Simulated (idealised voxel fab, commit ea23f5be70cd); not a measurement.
The process module presented herein is designated voxel transistor to metal.
140 nm wide, 5 nm square cells: that's cross-section cut.
A cross-section in this document is a grid of square cells, and it is written down as bands, the top band listed before the ones below it; a band is made up of one or more rows of cells. Basically the band line says how high the top is and how high the bottom is, in nm, and then what's in it from left to right, every material with its width in nm. Empty space shows up as "empty", and if a single material carries "throughout" it runs the full band edge to edge. All heights in this document are referenced to 0, defined as the level beneath which the wafer, as received, consists entirely of one material. The lowest band is not bounded below; it extends indefinitely downward and is written in the form "from 0 down". The expression "30..40" gives the width at the extremes of the band, the first number at its top row of cells and the second at its bottom row, with the width changing by equal amounts from each row to the next in between. Step note "nothing different" = no cross-section cell changed. The label "Entrapped void list" introduces a list of the empty spaces, 8 cells or larger, that have no open way up to the top; each entry in it reads width x height at distance, where the distance is taken from the left edge and all three are stated in nm. It should be noted that, on the line of a given step, the content following the step's settings is a remark produced by the simulator itself with respect to that step. overlay nm: how far to the right of its planned place the mask lay on this masked step (negative: to the left).
## Steps planned for the process
1 RECEIVE,material Si
2 CONFORMAL_DEP,material SiO2,thk nm 5
3 CONFORMAL_DEP,material SiN,thk nm 10
4 MASKED_ETCH,tone cover,mask id ACTIVE,width nm 95,etch materials SiN,depth nm 10,overlay nm 0
5 MASKED_ETCH,tone cover,mask id ACTIVE,width nm 95,etch materials SiO2,depth nm 5,overlay nm 0
6 MASKED_ETCH,tone cover,mask id ACTIVE,width nm 95,etch materials Si,depth nm 35,overlay nm 0
7 FILL_DEP,material SiO2,thk nm 10
8 CMP,height nm 15
9 SELECTIVE_ETCH,etch materials SiO2,depth nm 5
10 STRIP,etch materials SiN
11 SELECTIVE_ETCH,etch materials SiO2,depth nm 5
12 OXIDIZE,depth nm 5
13 DIRECTIONAL_DEP,material polySi,thk nm 25
14 DIRECTIONAL_DEP,material SiCN,thk nm 15
15 DIRECTIONAL_DEP,material aC,thk nm 10
16 PATTERN,tone cover,mask id GATE,material resist,width nm 15,thk nm 25,overlay nm 0
17 DIRECTIONAL_ETCH,etch materials aC,depth nm 10
18 STRIP,etch materials resist
19 DIRECTIONAL_ETCH,etch materials SiCN,depth nm 25
20 DIRECTIONAL_ETCH,etch materials polySi,depth nm 35
21 STRIP,etch materials aC
22 CONFORMAL_DEP,material SiO2,thk nm 5
23 DIRECTIONAL_ETCH,etch materials SiO2,depth nm 5
24 CONFORMAL_DEP,material SiN,thk nm 5
25 DIRECTIONAL_ETCH,etch materials SiN,depth nm 5
26 DIRECTIONAL_ETCH,etch materials SiO2,depth nm 5
27 DIRECTIONAL_ETCH,etch materials Si,depth nm 15
28 EPI,material nSi,thk nm 20
29 FILL_DEP,material SiO2,thk nm 5
30 CMP,height nm 40
31 DIRECTIONAL_DEP,material SiO2,thk nm 10
32 MASKED_ETCH,tone open,mask id CONTACT,width nm 30,pitch nm 55,etch materials SiO2,depth nm 35,overlay nm 0
33 CONFORMAL_DEP,material TiN,thk nm 5
34 FILL_DEP,material W,thk nm 10
35 CMP,height nm 50
36 DIRECTIONAL_DEP,material TiN,thk nm 5
37 DIRECTIONAL_DEP,material Ru,thk nm 20
38 DIRECTIONAL_DEP,material aC,thk nm 15
39 PATTERN,tone cover,mask id METAL_1,material resist,width nm 20,pitch nm 65,thk nm 30,overlay nm 0
40 DIRECTIONAL_ETCH,etch materials aC,depth nm 15
41 STRIP,etch materials resist
42 DIRECTIONAL_ETCH,etch materials Ru,depth nm 20
43 DIRECTIONAL_ETCH,etch materials TiN,depth nm 5
44 STRIP,etch materials aC
45 CONFORMAL_DEP,material SiCN,thk nm 5
46 FILL_DEP,material SiO2,thk nm 10
47 CMP,height nm 75
48 CONFORMAL_DEP,material SiN,thk nm 5
## Here's what the wafer looked like in cross-section when it arrived - that's after step 1
    from 0 down | Si throughout
    Entrapped void list: none
## Starting structure and process plan are as shown above, but one mistake was made in running the module; the wafer cross-section at the end of the module follows
    from 80 to 75 | aC throughout
    from 75 to 55 | 20 nm SiO2 / 5 nm SiCN / 20 nm Ru / 5 nm SiCN / 35 nm SiO2 / 5 nm SiCN / 20 nm Ru / 5 nm SiCN / 25 nm SiO2
    from 55 to 50 | 25 nm SiCN / 20 nm TiN / 45 nm SiCN / 20 nm TiN / 30 nm SiCN
    from 50 to 40 | 25 nm SiO2 / 5 nm TiN / 20..15 nm W / 5..10 nm TiN / 25 nm SiO2 / 5..10 nm TiN / 20..15 nm W / 5 nm TiN / 30 nm SiO2
    from 40 to 25 | 25 nm SiO2 / 5 nm TiN / 15 nm W / 5 nm TiN / 5 nm SiN / 5 nm SiO2 / 15 nm SiCN / 5 nm SiO2 / 5 nm SiN / 5 nm TiN / 15 nm W / 5 nm TiN / 30 nm SiO2
    from 25 to 20 | 25 nm SiO2 / 5 nm TiN / 15 nm W / 5 nm TiN / 5 nm SiN / 5 nm SiO2 / 15 nm polySi / 5 nm SiO2 / 5 nm SiN / 5 nm TiN / 15 nm W / 5 nm TiN / 30 nm SiO2
    from 20 to 15 | 25 nm SiO2 / 25 nm TiN / 5 nm SiN / 5 nm SiO2 / 15 nm polySi / 5 nm SiO2 / 5 nm SiN / 25 nm TiN / 30 nm SiO2
    from 15 to 5 | 15 nm SiO2 / 35 nm nSi / 5 nm SiN / 5 nm SiO2 / 15 nm polySi / 5 nm SiO2 / 5 nm SiN / 35 nm nSi / 20 nm SiO2
    from 5 to 0 | 15 nm SiO2 / 5 nm nSi / 5 nm SiN / 25 nm nSi / 5 nm SiN / 5 nm SiO2 / 15 nm polySi / 5 nm SiO2 / 5 nm SiN / 25 nm nSi / 5 nm SiN / 5 nm nSi / 20 nm SiO2
    from 0 to -5 | 25 nm SiO2 / 25 nm nSi / 35 nm SiO2 / 25 nm nSi / 30 nm SiO2
    from -5 to -20 | 20 nm SiO2 / 5 nm Si / 25 nm nSi / 35 nm Si / 25 nm nSi / 5 nm Si / 25 nm SiO2
    from -20 to -35 | 20 nm SiO2 / 95 nm Si / 25 nm SiO2
    from -35 down | Si throughout
    Entrapped void list: none
Deviation from plan: step 48 did not happen as planned, as run it was CONFORMAL_DEP,material aC,thk nm 5
